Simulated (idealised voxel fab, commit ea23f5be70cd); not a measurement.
Documented hereafter: the process module known as voxel self aligned contacts.
FYI the section here is cut, 290 nm wide, cells are 5 nm squares.
Cross-section layout: square cells on a grid; listed as bands, top to bottom; a band spans one or more cell rows. Within each band entry, the heights of the top and of the bottom of the band appear first, in that order and in nm; the materials of the band then follow from left to right, each with its corresponding width in nm. The designation "full width" on a single material indicates that it fills the band from edge to edge; the designation "blank" indicates empty space. The level at which height equals 0 is the one under which the wafer, as it arrives, is entirely one material. No lower edge exists for the bottom band, which continues downward and is notated as in "from 0 down". Note: "30 to 40" means the width goes from the first number (top row of the band) to the second number (bottom row) in equal steps per row of cells. Any step labelled "nothing was modified" changed none of the cells in the cross-section. Look at "Closed void inventory" for the closed voids: empty spaces with no open path to the top, sized 8 cells or up. Each is width x height at distance, distance from the left edge, all nm. Whatever follows a step's settings on its line is a remark the simulator itself makes about that step. overlay nm: right-of-plan distance of the mask on a masked step; negative values mean left-of-plan.
Below is the list of planned process steps:
1. RECEIVE, material Si
2. CONFORMAL_DEP, material SiO2, thk nm 5
3. DIRECTIONAL_DEP, material polySi, thk nm 25
4. DIRECTIONAL_DEP, material SiN, thk nm 20
5. DIRECTIONAL_DEP, material aC, thk nm 10
6. PATTERN, tone cover, mask id GATE, material resist, width nm 35, pitch nm 80, thk nm 25, overlay nm 0
7. DIRECTIONAL_ETCH, etch materials aC, depth nm 10
8. STRIP, etch materials resist
9. DIRECTIONAL_ETCH, etch materials SiN, depth nm 20
10. DIRECTIONAL_ETCH, etch materials polySi, depth nm 25
11. STRIP, etch materials aC
12. CONFORMAL_DEP, material SiN, thk nm 10
13. DIRECTIONAL_ETCH, etch materials SiN, depth nm 10
14. FILL_DEP, material SiO2, thk nm 15
15. CMP, height nm 55
16. MASKED_ETCH, tone open, mask id CONTACT, width nm 65, pitch nm 80, etch materials SiO2, depth nm 55, overlay nm 0
17. CONFORMAL_DEP, material TiN, thk nm 5
18. FILL_DEP, material W, thk nm 5
19. CMP, height nm 55
20. CONFORMAL_DEP, material SiN, thk nm 5
First wafer, as planned:
The cross-section here shows the wafer as received, i.e. in its state after step 1:
* from 0 down | Si full width
* Closed void inventory: none
The following cross-section depicts the wafer upon completion of step 2:
* from 5 to 0 | SiO2 full width
* Rest of section, below 0: as before.
The following cross-section depicts the wafer upon completion of step 3:
* from 30 to 5 | polySi full width
* Rest of section, below 5: as before.
The following cross-section depicts the wafer upon completion of step 4:
* from 50 to 30 | SiN full width
* Rest of section, below 30: as before.
The following cross-section depicts the wafer upon completion of step 5:
* from 60 to 50 | aC full width
* Rest of section, below 50: as before.
The following cross-section depicts the wafer upon completion of step 6:
* from 85 to 60 | 45 of blank; 35 of resist; 45 of blank; 35 of resist; 45 of blank; 35 of resist; 50 of blank
* Rest of section, below 60: as before.
The following cross-section depicts the wafer upon completion of step 7:
* from 75 to 60 | 45 of blank; 35 of resist; 45 of blank; 35 of resist; 45 of blank; 35 of resist; 50 of blank
* from 60 to 50 | 45 of blank; 35 of aC; 45 of blank; 35 of aC; 45 of blank; 35 of aC; 50 of blank
* Rest of section, below 50: as before.
The following cross-section depicts the wafer upon completion of step 8:
* from 60 to 50 | 45 of blank; 35 of aC; 45 of blank; 35 of aC; 45 of blank; 35 of aC; 50 of blank
* Rest of section, below 50: as before.
The following cross-section depicts the wafer upon completion of step 9:
* from 60 to 50 | 45 of blank; 35 of aC; 45 of blank; 35 of aC; 45 of blank; 35 of aC; 50 of blank
* from 50 to 30 | 45 of blank; 35 of SiN; 45 of blank; 35 of SiN; 45 of blank; 35 of SiN; 50 of blank
* Rest of section, below 30: as before.
The following cross-section depicts the wafer upon completion of step 10:
* from 60 to 50 | 45 of blank; 35 of aC; 45 of blank; 35 of aC; 45 of blank; 35 of aC; 50 of blank
* from 50 to 30 | 45 of blank; 35 of SiN; 45 of blank; 35 of SiN; 45 of blank; 35 of SiN; 50 of blank
* from 30 to 5 | 45 of blank; 35 of polySi; 45 of blank; 35 of polySi; 45 of blank; 35 of polySi; 50 of blank
* Rest of section, below 5: as before.
The following cross-section depicts the wafer upon completion of step 11:
* from 50 to 30 | 45 of blank; 35 of SiN; 45 of blank; 35 of SiN; 45 of blank; 35 of SiN; 50 of blank
* Rest of section, below 30: as before.
The following cross-section depicts the wafer upon completion of step 12:
* from 60 to 30 | 35 of blank; 55 of SiN; 25 of blank; 55 of SiN; 25 of blank; 55 of SiN; 40 of blank
* from 30 to 15 | 35 of blank; 10 of SiN; 35 of polySi; 10 of SiN; 25 of blank; 10 of SiN; 35 of polySi; 10 of SiN; 25 of blank; 10 of SiN; 35 of polySi; 10 of SiN; 40 of blank
* from 15 to 5 | 45 of SiN; 35 of polySi; 45 of SiN; 35 of polySi; 45 of SiN; 35 of polySi; 50 of SiN
* Rest of section, below 5: as before.
The following cross-section depicts the wafer upon completion of step 13:
* from 50 to 30 | 35 of blank; 55 of SiN; 25 of blank; 55 of SiN; 25 of blank; 55 of SiN; 40 of blank
* from 30 to 5 | 35 of blank; 10 of SiN; 35 of polySi; 10 of SiN; 25 of blank; 10 of SiN; 35 of polySi; 10 of SiN; 25 of blank; 10 of SiN; 35 of polySi; 10 of SiN; 40 of blank
* Rest of section, below 5: as before.
The following cross-section depicts the wafer upon completion of step 14:
* from 65 to 50 | SiO2 full width
* from 50 to 30 | 35 of SiO2; 55 of SiN; 25 of SiO2; 55 of SiN; 25 of SiO2; 55 of SiN; 40 of SiO2
* from 30 to 5 | 35 of SiO2; 10 of SiN; 35 of polySi; 10 of SiN; 25 of SiO2; 10 of SiN; 35 of polySi; 10 of SiN; 25 of SiO2; 10 of SiN; 35 of polySi; 10 of SiN; 40 of SiO2
* Rest of section, below 5: as before.
The following cross-section depicts the wafer upon completion of step 15:
* from 55 to 50 | SiO2 full width
* Rest of section, below 50: as before.
The following cross-section depicts the wafer upon completion of step 16:
* from 55 to 50 | 70 of SiO2; 65 of blank; 15 of SiO2; 65 of blank; 75 of SiO2
* from 50 to 30 | 35 of SiO2; 55 of SiN; 25 of blank; 55 of SiN; 25 of blank; 55 of SiN; 40 of SiO2
* from 30 to 5 | 35 of SiO2; 10 of SiN; 35 of polySi; 10 of SiN; 25 of blank; 10 of SiN; 35 of polySi; 10 of SiN; 25 of blank; 10 of SiN; 35 of polySi; 10 of SiN; 40 of SiO2
* from 5 to 0 | 90 of SiO2; 25 of blank; 55 of SiO2; 25 of blank; 95 of SiO2
* Rest of section, below 0: as before.
The following cross-section depicts the wafer upon completion of step 17:
* from 60 to 55 | 75 of TiN; 55 of blank; 25 of TiN; 55 of blank; 80 of TiN
* from 55 to 50 | 70 of SiO2; 25 of TiN; 15 of blank; 25 of TiN; 15 of SiO2; 25 of TiN; 15 of blank; 25 of TiN; 75 of SiO2
* from 50 to 30 | 35 of SiO2; 55 of SiN; 5 of TiN; 15 of blank; 5 of TiN; 55 of SiN; 5 of TiN; 15 of blank; 5 of TiN; 55 of SiN; 40 of SiO2
* from 30 to 5 | 35 of SiO2; 10 of SiN; 35 of polySi; 10 of SiN; 5 of TiN; 15 of blank; 5 of TiN; 10 of SiN; 35 of polySi; 10 of SiN; 5 of TiN; 15 of blank; 5 of TiN; 10 of SiN; 35 of polySi; 10 of SiN; 40 of SiO2
* from 5 to 0 | 90 of SiO2; 25 of TiN; 55 of SiO2; 25 of TiN; 95 of SiO2
* Rest of section, below 0: as before.
The following cross-section depicts the wafer upon completion of step 18:
* from 65 to 60 | W full width
* from 60 to 55 | 75 of TiN; 55 of W; 25 of TiN; 55 of W; 80 of TiN
* from 55 to 50 | 70 of SiO2; 25 of TiN; 15 of W; 25 of TiN; 15 of SiO2; 25 of TiN; 15 of W; 25 of TiN; 75 of SiO2
* from 50 to 30 | 35 of SiO2; 55 of SiN; 5 of TiN; 15 of W; 5 of TiN; 55 of SiN; 5 of TiN; 15 of W; 5 of TiN; 55 of SiN; 40 of SiO2
* from 30 to 5 | 35 of SiO2; 10 of SiN; 35 of polySi; 10 of SiN; 5 of TiN; 15 of W; 5 of TiN; 10 of SiN; 35 of polySi; 10 of SiN; 5 of TiN; 15 of W; 5 of TiN; 10 of SiN; 35 of polySi; 10 of SiN; 40 of SiO2
* Rest of section, below 5: as before.
The following cross-section depicts the wafer upon completion of step 19:
* from 55 to 50 | 70 of SiO2; 25 of TiN; 15 of W; 25 of TiN; 15 of SiO2; 25 of TiN; 15 of W; 25 of TiN; 75 of SiO2
* Rest of section, below 50: as before.
The following cross-section depicts the wafer upon completion of step 20:
* from 60 to 55 | SiN full width
* Rest of section, below 55: as before.
For the second wafer, take the first wafer's start and plan, then add one mistake made in running it; everything through step 2, that step included, is shared with the first:
Second wafer profile in section, at the moment step 3 of the plan was meant to be complete:
* from 25 to 5 | SiN full width
* Rest of section, below 5: as before.
Second wafer profile in section, at the moment step 4 of the plan was meant to be complete:
* from 50 to 25 | polySi full width
* Rest of section, below 25: as before.
Second wafer profile in section, at the moment step 5 of the plan was meant to be complete:
* from 60 to 50 | aC full width
* Rest of section, below 50: as before.
Second wafer profile in section, at the moment step 6 of the plan was meant to be complete:
* from 85 to 60 | 45 of blank; 35 of resist; 45 of blank; 35 of resist; 45 of blank; 35 of resist; 50 of blank
* Rest of section, below 60: as before.
Second wafer profile in section, at the moment step 7 of the plan was meant to be complete:
* from 75 to 60 | 45 of blank; 35 of resist; 45 of blank; 35 of resist; 45 of blank; 35 of resist; 50 of blank
* from 60 to 50 | 45 of blank; 35 of aC; 45 of blank; 35 of aC; 45 of blank; 35 of aC; 50 of blank
* Rest of section, below 50: as before.
Second wafer profile in section, at the moment step 8 of the plan was meant to be complete:
* from 60 to 50 | 45 of blank; 35 of aC; 45 of blank; 35 of aC; 45 of blank; 35 of aC; 50 of blank
* Rest of section, below 50: as before.
Second wafer profile in section, at the moment step 9 of the plan was meant to be complete: nothing was modified
Second wafer profile in section, at the moment step 10 of the plan was meant to be complete:
* from 60 to 50 | 45 of blank; 35 of aC; 45 of blank; 35 of aC; 45 of blank; 35 of aC; 50 of blank
* from 50 to 25 | 45 of blank; 35 of polySi; 45 of blank; 35 of polySi; 45 of blank; 35 of polySi; 50 of blank
* Rest of section, below 25: as before.
Second wafer profile in section, at the moment step 11 of the plan was meant to be complete:
* from 50 to 25 | 45 of blank; 35 of polySi; 45 of blank; 35 of polySi; 45 of blank; 35 of polySi; 50 of blank
* Rest of section, below 25: as before.
Second wafer profile in section, at the moment step 12 of the plan was meant to be complete:
* from 60 to 50 | 35 of blank; 55 of SiN; 25 of blank; 55 of SiN; 25 of blank; 55 of SiN; 40 of blank
* from 50 to 35 | 35 of blank; 10 of SiN; 35 of polySi; 10 of SiN; 25 of blank; 10 of SiN; 35 of polySi; 10 of SiN; 25 of blank; 10 of SiN; 35 of polySi; 10 of SiN; 40 of blank
* from 35 to 25 | 45 of SiN; 35 of polySi; 45 of SiN; 35 of polySi; 45 of SiN; 35 of polySi; 50 of SiN
* Rest of section, below 25: as before.
Second wafer profile in section, at the moment step 13 of the plan was meant to be complete:
* from 50 to 25 | 35 of blank; 10 of SiN; 35 of polySi; 10 of SiN; 25 of blank; 10 of SiN; 35 of polySi; 10 of SiN; 25 of blank; 10 of SiN; 35 of polySi; 10 of SiN; 40 of blank
* Rest of section, below 25: as before.
Second wafer profile in section, at the moment step 14 of the plan was meant to be complete:
* from 65 to 50 | SiO2 full width
* from 50 to 25 | 35 of SiO2; 10 of SiN; 35 of polySi; 10 of SiN; 25 of SiO2; 10 of SiN; 35 of polySi; 10 of SiN; 25 of SiO2; 10 of SiN; 35 of polySi; 10 of SiN; 40 of SiO2
* Rest of section, below 25: as before.
Second wafer profile in section, at the moment step 15 of the plan was meant to be complete:
* from 55 to 50 | SiO2 full width
* Rest of section, below 50: as before.
Second wafer profile in section, at the moment step 16 of the plan was meant to be complete:
* from 55 to 50 | 70 of SiO2; 65 of blank; 15 of SiO2; 65 of blank; 75 of SiO2
* from 50 to 25 | 35 of SiO2; 10 of SiN; 35 of polySi; 10 of SiN; 25 of blank; 10 of SiN; 35 of polySi; 10 of SiN; 25 of blank; 10 of SiN; 35 of polySi; 10 of SiN; 40 of SiO2
* Rest of section, below 25: as before.
Second wafer profile in section, at the moment step 17 of the plan was meant to be complete:
* from 60 to 55 | 75 of TiN; 55 of blank; 25 of TiN; 55 of blank; 80 of TiN
* from 55 to 50 | 70 of SiO2; 25 of TiN; 15 of blank; 25 of TiN; 15 of SiO2; 25 of TiN; 15 of blank; 25 of TiN; 75 of SiO2
* from 50 to 30 | 35 of SiO2; 10 of SiN; 35 of polySi; 10 of SiN; 5 of TiN; 15 of blank; 5 of TiN; 10 of SiN; 35 of polySi; 10 of SiN; 5 of TiN; 15 of blank; 5 of TiN; 10 of SiN; 35 of polySi; 10 of SiN; 40 of SiO2
* from 30 to 25 | 35 of SiO2; 10 of SiN; 35 of polySi; 10 of SiN; 25 of TiN; 10 of SiN; 35 of polySi; 10 of SiN; 25 of TiN; 10 of SiN; 35 of polySi; 10 of SiN; 40 of SiO2
* Rest of section, below 25: as before.
Second wafer profile in section, at the moment step 18 of the plan was meant to be complete:
* from 65 to 60 | W full width
* from 60 to 55 | 75 of TiN; 55 of W; 25 of TiN; 55 of W; 80 of TiN
* from 55 to 50 | 70 of SiO2; 25 of TiN; 15 of W; 25 of TiN; 15 of SiO2; 25 of TiN; 15 of W; 25 of TiN; 75 of SiO2
* from 50 to 30 | 35 of SiO2; 10 of SiN; 35 of polySi; 10 of SiN; 5 of TiN; 15 of W; 5 of TiN; 10 of SiN; 35 of polySi; 10 of SiN; 5 of TiN; 15 of W; 5 of TiN; 10 of SiN; 35 of polySi; 10 of SiN; 40 of SiO2
* Rest of section, below 30: as before.
Second wafer profile in section, at the moment step 19 of the plan was meant to be complete:
* from 55 to 50 | 70 of SiO2; 25 of TiN; 15 of W; 25 of TiN; 15 of SiO2; 25 of TiN; 15 of W; 25 of TiN; 75 of SiO2
* Rest of section, below 50: as before.
Second wafer profile in section, at the moment step 20 of the plan was meant to be complete:
* from 60 to 55 | SiN full width
* Rest of section, below 55: as before.
What was done differently from what was planned? deviation from plan: step 4 and step 3 executed in one another's positions
Looking at both finished wafers in cells, the second ends up ahead of or behind the first on some materials: +100 SiN | -50 SiO2 | -20 TiN | -30 W
